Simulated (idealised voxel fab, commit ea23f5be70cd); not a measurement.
Process module under the name voxel self aligned contacts
Shown is cross-section cut, with a width of 170 nm and square cells of size 5 nm.
Square cells in a grid make up a cross-section in this document, and the grid is given as bands, listed from the top down, each one or more rows of cells.
Band entry format. Leading values: height of top, height of bottom, nm. Remainder: materials in left-to-right order, each with its width in nm. Special words: "throughout" on a single material, which then fills the band edge to edge; "air", empty space.
Beneath 0, the wafer as received is one material, and that level is where height counting begins. The lowest band goes on downward without a bottom; it is written like "0 down".
You'd read "30 to 40" like this: the band's top row of cells is as wide as the first number, its bottom row is as wide as the second, and going down, every row changes width by the same amount as the row before did.
A step reported as "identical to before" is a step in which no cell of the cross-section changed.
Reported under the label "Sealed void inventory" are the empty spaces having no open way to the top and comprising 8 cells or more; the notation for each is width x height at distance, in which the distance is measured from the left edge and all three values are in nm.
Read whatever lies past the settings on a step's line as the simulator's own remark about the step.
overlay nm: on a step with a mask, how far right of its planned place the mask lay; negative means left.

The steps planned for the process are as follows:
1: RECEIVE: material Si
2: CONFORMAL_DEP: material SiO2, thk nm 5
3: DIRECTIONAL_DEP: material polySi, thk nm 25
4: DIRECTIONAL_DEP: material SiN, thk nm 20
5: PATTERN: tone cover, mask id GATE, material resist, width nm 25, pitch nm 60, thk nm 20, overlay nm 0
6: DIRECTIONAL_ETCH: etch materials SiN, depth nm 20
7: DIRECTIONAL_ETCH: etch materials polySi, depth nm 25
8: STRIP: etch materials resist
9: CONFORMAL_DEP: material SiN, thk nm 5
10: DIRECTIONAL_ETCH: etch materials SiN, depth nm 5
11: FILL_DEP: material SiO2, thk nm 15
12: CMP: height nm 55
13: DIRECTIONAL_DEP: material aC, thk nm 10
14: PATTERN: tone open, mask id CONTACT, material resist, width nm 45, thk nm 25, overlay nm 0
15: DIRECTIONAL_ETCH: etch materials aC, depth nm 10
16: STRIP: etch materials resist
17: DIRECTIONAL_ETCH: etch materials SiO2, depth nm 55
18: STRIP: etch materials aC
19: CONFORMAL_DEP: material TiN, thk nm 5
20: FILL_DEP: material Ru, thk nm 5
21: CMP: height nm 55
22: CONFORMAL_DEP: material SiCN, thk nm 5

Received-state cross-section, reflecting completion of step 1:
* 0 down = Si throughout
* Sealed void inventory: none

Cross-sectional result after module completion. Note: starting condition and plan are unchanged from above; one processing mistake was made:
* 60 to 55 = SiCN throughout
* 55 to 50 = 30 of Ru  30 of TiN  45 of SiO2  30 of TiN  35 of Ru
* 50 to 30 = 30 of Ru  5 of TiN  35 of SiN  25 of SiO2  35 of SiN  5 of TiN  35 of Ru
* 30 to 5 = 30 of Ru  5 of TiN  5 of SiN  25 of polySi  5 of SiN  25 of SiO2  5 of SiN  25 of polySi  5 of SiN  5 of TiN  35 of Ru
* 5 to 0 = 35 of TiN  95 of SiO2  40 of TiN
* 0 down = Si throughout
* Sealed void inventory: none
what went wrong: step 14 did not use the planned setting and instead ran as PATTERN: tone cover, mask id CONTACT, material resist, width nm 45, thk nm 25, overlay nm 0
